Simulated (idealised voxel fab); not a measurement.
Herein follows the process module entitled voxel gate over fins.
Section cut is 280 nm wide and gridded with 5 nm square cells.
This document writes a cross-section as a grid whose cells are square, and gives it as bands, listed from the top down; one or more rows of cells form a band.
First you get the band's top height and its bottom height, in nm, and then the materials it's made of, left to right, with each width in nm. If you see a single material with "throughout", that one covers the band edge to edge. "empty" is empty space.
Beneath 0, the wafer as received is one material, and that level is where height counting begins. The lowest band goes on downward without a bottom; it is written like "z 0 and below".
Width: "30->40" (first number = top row, second number = bottom row, same change from row to row of cells).
The cross-section has no changed cell in any step marked "no modification".
You'll see "Cavities, sealed" listing empty spaces that have no way open to the top, as long as they're 8 cells or more; the notation is width x height at distance, where the distance is from the left edge, and all of it is in nm.
Heads up: the bit after the settings on a step's line is the simulator's remark on that step.
overlay nm: mask offset rightward from planned place, masked step; negative means leftward offset.
This section lists the process steps that were planned:
- 1: RECEIVE: material Si
- 2: CONFORMAL_DEP: material SiN, thk nm 10
- 3: DIRECTIONAL_DEP: material aC, thk nm 10
- 4: PATTERN: tone cover, mask id FINS, material resist, width nm 15, pitch nm 60, thk nm 30, overlay nm 0
- 5: DIRECTIONAL_ETCH: etch materials aC, depth nm 10
- 6: STRIP: etch materials resist
- 7: DIRECTIONAL_ETCH: etch materials SiN, depth nm 10
- 8: DIRECTIONAL_ETCH: etch materials Si, depth nm 35
- 9: STRIP: etch materials aC
- 10: FILL_DEP: material SiO2, thk nm 15
- 11: CMP: height nm 10
- 12: DIRECTIONAL_DEP: material aC, thk nm 10
- 13: PATTERN: tone open, mask id RAIL, material resist, width nm 15, thk nm 25, overlay nm -15
- 14: DIRECTIONAL_ETCH: etch materials aC, depth nm 10
- 15: STRIP: etch materials resist
- 16: DIRECTIONAL_ETCH: etch materials SiO2, depth nm 40
- 17: STRIP: etch materials aC
- 18: CONFORMAL_DEP: material TiN, thk nm 5
- 19: FILL_DEP: material W, thk nm 5
- 20: CMP: height nm 10
- 21: SELECTIVE_ETCH: etch materials W Ru TiN, depth nm 30
- 22: FILL_DEP: material SiO2, thk nm 5
- 23: CMP: height nm 10
- 24: SELECTIVE_ETCH: etch materials SiO2, depth nm 25
- 25: STRIP: etch materials SiN
- 26: CONFORMAL_DEP: material HfO2, thk nm 5
- 27: CONFORMAL_DEP: material TiN, thk nm 5
- 28: CONFORMAL_DEP: material TiAl, thk nm 5
- 29: CONFORMAL_DEP: material TiN, thk nm 5
- 30: FILL_DEP: material W, thk nm 10
- 31: CMP: height nm 25
- 32: CONFORMAL_DEP: material SiCN, thk nm 10
Heads up: all these wafers start the same, and what changes between them is the overlay nm in step 13. The value you see in the plan is just what the first wafer got.
Step 1 complete: as-received cross-section of the first of several wafers:
* z 0 and below  Si throughout
* Cavities, sealed: none
Rows = wafers. At module end, each row lists per material the cells gained (+) or lost (-) since the wafer was received, then the closed voids:
overlay nm -15, +80 HfO2, -308 Si, +112 SiCN, +170 SiO2, +80 TiAl, +165 TiN, +93 W, Cavities, sealed: none
overlay nm -10, +80 HfO2, -308 Si, +112 SiCN, +170 SiO2, +80 TiAl, +165 TiN, +93 W, Cavities, sealed: none
overlay nm -5, +80 HfO2, -308 Si, +112 SiCN, +170 SiO2, +80 TiAl, +165 TiN, +93 W, Cavities, sealed: none
overlay nm 0, +80 HfO2, -308 Si, +112 SiCN, +170 SiO2, +80 TiAl, +165 TiN, +93 W, Cavities, sealed: none
overlay nm 5, +80 HfO2, -308 Si, +112 SiCN, +170 SiO2, +80 TiAl, +165 TiN, +93 W, Cavities, sealed: none
overlay nm 10, +80 HfO2, -308 Si, +112 SiCN, +170 SiO2, +80 TiAl, +165 TiN, +93 W, Cavities, sealed: none
overlay nm 15, +80 HfO2, -308 Si, +112 SiCN, +170 SiO2, +80 TiAl, +165 TiN, +93 W, Cavities, sealed: none
